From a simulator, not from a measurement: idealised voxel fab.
Documented hereafter: the process module known as voxel spacer lines.
Displayed cross-section: cut, width of 230 nm, square cells sized 5 nm.
Cross-section spec: square-cell grid; bands listed top down; each band is one or more rows. Band: top and bottom heights (nm) first, top before bottom; then materials from left to right, widths in nm. "all across" marks a sole material filling the band edge to edge. "blank" denotes empty space. Where do heights start? At 0: under that level the wafer as delivered is made of one material only. And the lowest band has no floor; it just carries on downward, as in "0..down". Think of "30->40" as a width that walks from the first number to the second as you go down the band, top row to bottom row, taking equal-sized steps from row to row. It should be understood that the words "same as before", when stated for a given step, signify that the cross-section underwent no change in any of its cells during that step. Under "Internal closed voids" you'll find the enclosed gaps, the ones with no way out to the top, that are 8 cells or bigger; each reads width x height at distance, with distance counted from the left edge, everything in nm. Step line, after settings: the simulator's comment on this step. If you see "overlay nm" on a step's line and that step has a mask, it's telling you how far right of where it was planned the mask ended up; a negative number means it went left instead.
THE PROCESS STEPS THAT WERE PLANNED ARE LISTED BELOW
| 1 | RECEIVE, material Si |
| 2 | CONFORMAL_DEP, material Al2O3, thk nm 5 |
| 3 | DIRECTIONAL_DEP, material SiN, thk nm 5 |
| 4 | DIRECTIONAL_DEP, material aC, thk nm 25 |
| 5 | PATTERN, tone cover, mask id MANDREL, material resist, width nm 25, pitch nm 80, thk nm 30, overlay nm 0 |
| 6 | DIRECTIONAL_ETCH, etch materials aC, depth nm 25 |
| 7 | STRIP, etch materials resist |
| 8 | CONFORMAL_DEP, material SiO2, thk nm 15 |
| 9 | DIRECTIONAL_ETCH, etch materials SiO2, depth nm 15 |
| 10 | STRIP, etch materials aC |
| 11 | DIRECTIONAL_ETCH, etch materials SiN, depth nm 15 |
| 12 | STRIP, etch materials SiO2 |
For clarity, it should be stated that the wafers under discussion commence in an identical condition and differ with respect to the thk nm of step 3, the plan indicating the value that the first wafer had.
THE FIRST OF SEVERAL WAFERS AS RECEIVED, SHOWN IN CROSS-SECTION; THIS IS ITS STATE AFTER STEP 1
0..down | Si all across
Internal closed voids: none
TABULATED BELOW, WAFER BY WAFER, ARE THE END-OF-MODULE RESULTS: FOR EACH MATERIAL, THE NUMBER OF CELLS GAINED (+) OR LOST (-) RELATIVE TO THE AS-RECEIVED STATE, FOLLOWED BY THE CLOSED VOIDS
thk nm 5, +46 Al2O3, +12 SiN, Internal closed voids: none
thk nm 10, +46 Al2O3, +24 SiN, Internal closed voids: none
thk nm 15, +46 Al2O3, +36 SiN, Internal closed voids: none
thk nm 20, +46 Al2O3, +82 SiN, Internal closed voids: none
thk nm 25, +46 Al2O3, +128 SiN, Internal closed voids: none
thk nm 30, +46 Al2O3, +174 SiN, Internal closed voids: none
